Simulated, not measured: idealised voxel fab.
Herein follows the process module entitled voxel capacitor over wiring.
The figure presents cross-section cut, which has a width of 265 nm and is divided into square cells with an edge length of 5 nm.
Cross-section, as written here: a square-cell grid given band by band from the top down, where a band holds one or more rows of cells. First you get the band's top height and its bottom height, in nm, and then the materials it's made of, left to right, with each width in nm. If you see a single material with "throughout", that one covers the band edge to edge. "air" is empty space. The reference from which all heights are counted is 0, the level beneath which the as-received wafer is entirely one material; the lowest band, having no lower bound, proceeds downward and is written after the example "0 -> down". The expression "30->40" gives the width at the extremes of the band, the first number at its top row of cells and the second at its bottom row, with the width changing by equal amounts from each row to the next in between. A step reported as "changes: none" is a step in which no cell of the cross-section changed. The label "Sealed internal cavities" introduces a list of the empty spaces, 8 cells or larger, that have no open way up to the top; each entry in it reads width x height at distance, where the distance is taken from the left edge and all three are stated in nm. Anything after a step's settings on that line? It's the simulator's own note about the step. overlay nm: how far to the right of its planned place the mask lay on this masked step (negative: to the left).

# Listed below are the process steps as planned
step 1: RECEIVE | material Si
step 2: CONFORMAL_DEP | material SiO2 | thk nm 10
step 3: DIRECTIONAL_DEP | material TiN | thk nm 5
step 4: DIRECTIONAL_DEP | material Ru | thk nm 15
step 5: MASKED_ETCH | tone cover | mask id METAL_1 | width nm 20 | pitch nm 70 | etch materials Ru | depth nm 15 | overlay nm 0
step 6: MASKED_ETCH | tone cover | mask id METAL_1 | width nm 20 | pitch nm 70 | etch materials TiN | depth nm 5 | overlay nm 0
step 7: CONFORMAL_DEP | material SiCN | thk nm 5
step 8: FILL_DEP | material lowk | thk nm 10
step 9: CMP | height nm 30
step 10: CONFORMAL_DEP | material SiCN | thk nm 5
step 11: DIRECTIONAL_DEP | material lowk | thk nm 20
step 12: PATTERN | tone open | mask id PLUG_1 | material resist | width nm 15 | thk nm 15 | overlay nm 0
step 13: DIRECTIONAL_ETCH | etch materials lowk | depth nm 20
step 14: DIRECTIONAL_ETCH | etch materials SiCN | depth nm 5
step 15: STRIP | etch materials resist
step 16: CONFORMAL_DEP | material TiN | thk nm 5
step 17: FILL_DEP | material Cu | thk nm 10
step 18: CMP | height nm 55
step 19: DIRECTIONAL_DEP | material TiN | thk nm 5
step 20: DIRECTIONAL_DEP | material HfO2 | thk nm 5
step 21: DIRECTIONAL_DEP | material TiN | thk nm 5
step 22: PATTERN | tone cover | mask id UPPER_PLATE | material resist | width nm 55 | thk nm 20 | overlay nm 0
step 23: DIRECTIONAL_ETCH | etch materials TiN | depth nm 5
step 24: DIRECTIONAL_ETCH | etch materials HfO2 | depth nm 5
step 25: STRIP | etch materials resist
step 26: MASKED_ETCH | tone cover | mask id LOWER_PLATE | width nm 65 | etch materials TiN | depth nm 5 | overlay nm 0
step 27: FILL_DEP | material SiO2 | thk nm 15
step 28: CMP | height nm 80
step 29: PATTERN | tone open | mask id PLUG_2 | material resist | width nm 15 | thk nm 20 | overlay nm 0
step 30: DIRECTIONAL_ETCH | etch materials SiO2 | depth nm 10
step 31: STRIP | etch materials resist
step 32: CONFORMAL_DEP | material TiN | thk nm 5
step 33: FILL_DEP | material Cu | thk nm 10
step 34: CMP | height nm 80
step 35: CONFORMAL_DEP | material SiN | thk nm 5
The wafers in this document start out alike and differ in the thk nm applied at step 19; the plan shows the value used for the first wafer.

# Cross-section: the first of several wafers in its as-received state, i.e. following step 1
	0 -> down = Si throughout
	Sealed internal cavities: none

# Below is a per-wafer table. In it, each row describes the wafer at the end of the module by giving, for each material, the number of cells gained (+) or lost (-) since the wafer was received, and after that the closed voids of the wafer
thk nm 5; +5 Cu; +11 HfO2; +24 Ru; +107 SiCN; +53 SiN; +330 SiO2; +48 TiN; +323 lowk; Sealed internal cavities: none
thk nm 10; +4 Cu; +11 HfO2; +24 Ru; +107 SiCN; +53 SiN; +280 SiO2; +99 TiN; +323 lowk; Sealed internal cavities: none
thk nm 15; +4 Cu; +11 HfO2; +24 Ru; +107 SiCN; +53 SiN; +230 SiO2; +149 TiN; +323 lowk; Sealed internal cavities: none
thk nm 20; +4 Cu; +11 HfO2; +24 Ru; +107 SiCN; +53 SiN; +188 SiO2; +191 TiN; +323 lowk; Sealed internal cavities: none
